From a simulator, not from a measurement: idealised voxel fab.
The following is a process module called voxel tone inversion.
165 nm wide, 5 nm square cells: that's cross-section cut.
Format of a cross-section: grid, square cells. Given as bands. Order: top down. Band: one or more rows of cells. Per band: top height and bottom height in nm, followed by the left-to-right materials and their widths in nm; "throughout" marks a single material spanning edge to edge, "blank" marks empty space. Height reference: 0 = level under which incoming wafer is all one material. Lowest band: no bottom, runs on downward, e.g. "0 nm and below". Per-row width for "30..40": begins at first number (top row of band), ends at second number (bottom row), increment between rows held constant. Step marked "no alteration"? Then no cell in the cross-section changed in it. Empty spaces without an open route to the top, at least 8 cells in extent, make up the entry "Unvented cavities"; each is given as width x height at distance, where the distance is measured from the left edge, and all are in nm. after a step's settings: what the simulator itself notes on the step. overlay nm: mask right of planned place by this much (step with mask). Neg. = left.
Set out below are the planned steps of the process
1) RECEIVE [material Si]
2) CONFORMAL_DEP [material SiCN] [thk nm 10]
3) DIRECTIONAL_DEP [material aC] [thk nm 15]
4) PATTERN [tone cover] [mask id POSTS] [material resist] [width nm 15] [pitch nm 40] [thk nm 25] [overlay nm 0]
5) DIRECTIONAL_ETCH [etch materials aC] [depth nm 15]
6) STRIP [etch materials resist]
7) FILL_DEP [material lowk] [thk nm 10]
8) CMP [height nm 25]
9) STRIP [etch materials aC]
Wafer-to-wafer difference: depth nm, step 5. Common start. Plan = first wafer's value.
Cross-section of the first of several received wafers, showing its state after step 1
  0 nm and below | Si throughout
  Unvented cavities: none
Module end state after final step 9: cross-section of the first of several wafers
  25 nm to 10 nm | lowk: 55 | blank: 15 | lowk: 25 | blank: 15 | lowk: 55
  10 nm to 0 nm | SiCN throughout
  0 nm and below | Si throughout
  Unvented cavities: none
The last wafer as seen in cross-section at the end of the module
  25 nm to 20 nm | lowk throughout
  20 nm to 10 nm | lowk: 55 | aC: 15 | lowk: 25 | aC: 15 | lowk: 55
  10 nm to 0 nm | SiCN throughout
  0 nm and below | Si throughout
  Unvented cavities: none
Per-wafer rows below. For each material: cells gained (+) or lost (-) since the wafer was received, as of end of module. Then: closed voids
depth nm 15, +66 SiCN, +81 lowk, Unvented cavities: none
depth nm 20, +66 SiCN, +81 lowk, Unvented cavities: none
depth nm 25, +66 SiCN, +81 lowk, Unvented cavities: none
depth nm 30, +66 SiCN, +12 aC, +87 lowk, Unvented cavities: none
